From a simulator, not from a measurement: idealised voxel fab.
Module name: voxel lift off (process module)
This is section cut - it's 295 nm across, gridded in 5 nm square cells.
For the purposes of this document, a cross-section shall be understood as a grid of square cells, specified as bands listed in top-to-bottom order, each band consisting of one or more rows of cells.
Top, bottom (nm), then materials left to right with widths (nm); lone material tagged "edge to edge" fills the whole band edge to edge; "empty" = empty space.
For the purposes of this specification, 0 denotes the height below which the wafer in its as-received condition is composed wholly of one material, and the lowermost band, lacking a lower limit, extends downward without end, as expressed in "0 -> down".
Per-row width for "30..40": begins at first number (top row of band), ends at second number (bottom row), increment between rows held constant.
Given "stayed the same" for a step, no cell of the cross-section differs between before and after that step.
Look at "Closed void table" for the closed voids: empty spaces with no open path to the top, sized 8 cells or up. Each is width x height at distance, distance from the left edge, all nm.
Heads up: the bit after the settings on a step's line is the simulator's remark on that step.
"overlay nm", when on a step's line for a step with a mask, measures how far to the right of its planned place the mask lay; a negative measure means to the left.

## Steps in the process plan
1) RECEIVE: material Si
2) CONFORMAL_DEP: material Al2O3, thk nm 5
3) PATTERN: tone open, mask id LINES, material resist, width nm 30, pitch nm 55, thk nm 15, overlay nm 0
4) DIRECTIONAL_DEP: material Ru, thk nm 5
5) STRIP: etch materials resist
6) CONFORMAL_DEP: material SiO2, thk nm 10
The value of thk nm given for step 2 in the plan refers to the first wafer; the wafers vary in this setting and are alike at the start.

## Incoming state of the first of several wafers in cross-section: after step 1
- 0 -> down = Si edge to edge
- Closed void table: none

## Here is the cross-section of the first of several wafers at the end of the module, after its last step, step 6
- 20 -> 15 = empty=65 | SiO2=50 | empty=5 | SiO2=50 | empty=5 | SiO2=50 | empty=70
- 15 -> 10 = SiO2 edge to edge
- 10 -> 5 = SiO2=75 | Ru=30 | SiO2=25 | Ru=30 | SiO2=25 | Ru=30 | SiO2=80
- 5 -> 0 = Al2O3 edge to edge
- 0 -> down = Si edge to edge
- Closed void table: none

## Last wafer x-sec, end of module
- 45 -> 40 = empty=65 | SiO2=50 | empty=5 | SiO2=50 | empty=5 | SiO2=50 | empty=70
- 40 -> 35 = SiO2 edge to edge
- 35 -> 30 = SiO2=75 | Ru=30 | SiO2=25 | Ru=30 | SiO2=25 | Ru=30 | SiO2=80
- 30 -> 0 = Al2O3 edge to edge
- 0 -> down = Si edge to edge
- Closed void table: none

## Per wafer, end of module: cells gained (+) or lost (-) per material since receipt, then closed voids
thk nm 5 | +59 Al2O3 | +18 Ru | +130 SiO2 | Closed void table: none
thk nm 10 | +118 Al2O3 | +18 Ru | +130 SiO2 | Closed void table: none
thk nm 15 | +177 Al2O3 | +18 Ru | +130 SiO2 | Closed void table: none
thk nm 20 | +236 Al2O3 | +18 Ru | +130 SiO2 | Closed void table: none
thk nm 25 | +295 Al2O3 | +18 Ru | +130 SiO2 | Closed void table: none
thk nm 30 | +354 Al2O3 | +18 Ru | +130 SiO2 | Closed void table: none
